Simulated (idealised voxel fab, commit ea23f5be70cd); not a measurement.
The name of this process module is voxel tone inversion.
Cross-sectional view cut (width: 295 nm; square cell size: 5 nm).
This document writes a cross-section as a grid whose cells are square, and gives it as bands, listed from the top down; one or more rows of cells form a band. First you get the band's top height and its bottom height, in nm, and then the materials it's made of, left to right, with each width in nm. If you see a single material with "edge to edge", that one covers the band edge to edge. "blank" is empty space. Below 0: as-received wafer, all one material; heights counted from there. Lowest band: no bottom, goes on down, written "from 0 down". When a width is written as two numbers, as in "30->40", the first number is the width in the top row of cells of the band and the second is the width in its bottom row, and the width changes by the same amount from each row to the next. "nothing changed" -> step changed no cross-section cell. If an empty space has no open way to the top and is at least 8 cells in size, "Cavities, closed" lists it, written width x height at distance, where distance is measured from the left edge and every value is in nm. What comes after the settings on a step's line is commentary from the simulator itself on that step. When a step includes a mask, the "overlay nm" setting on its line states how far to the right of its planned place that mask lay, and negative values state how far to the left.
This section lists the process steps that were planned:
1,RECEIVE: material Si
2,CONFORMAL_DEP: material SiN, thk nm 5
3,DIRECTIONAL_DEP: material polySi, thk nm 20
4,PATTERN: tone cover, mask id POSTS, material resist, width nm 15, pitch nm 55, thk nm 25, overlay nm 0
5,DIRECTIONAL_ETCH: etch materials polySi, depth nm 20
6,STRIP: etch materials resist
7,FILL_DEP: material lowk, thk nm 5
8,CMP: height nm 25
9,STRIP: etch materials polySi
10,CONFORMAL_DEP: material TiN, thk nm 5
11,FILL_DEP: material Cu, thk nm 10
12,CMP: height nm 25
13,CONFORMAL_DEP: material SiCN, thk nm 5
Every wafer here starts from the same state; it is the step 4 width nm that distinguishes them, and the value the plan gives belongs to the first wafer.
The first of several wafers in cross-section, exactly as it reached us after step 1:
	from 0 down: Si edge to edge
	Cavities, closed: none
Table: wafers, a row each; end-of-module cell change per material since receipt, gain (+), loss (-); then closed voids:
width nm 15 | +9 Cu | +59 SiCN | +59 SiN | +27 TiN | +200 lowk | Cavities, closed: none
width nm 20 | +18 Cu | +59 SiCN | +59 SiN | +30 TiN | +188 lowk | Cavities, closed: none
width nm 25 | +27 Cu | +59 SiCN | +59 SiN | +33 TiN | +176 lowk | Cavities, closed: none
width nm 30 | +36 Cu | +59 SiCN | +59 SiN | +36 TiN | +164 lowk | Cavities, closed: none
width nm 35 | +45 Cu | +59 SiCN | +59 SiN | +39 TiN | +152 lowk | Cavities, closed: none
width nm 40 | +54 Cu | +59 SiCN | +59 SiN | +42 TiN | +140 lowk | Cavities, closed: none
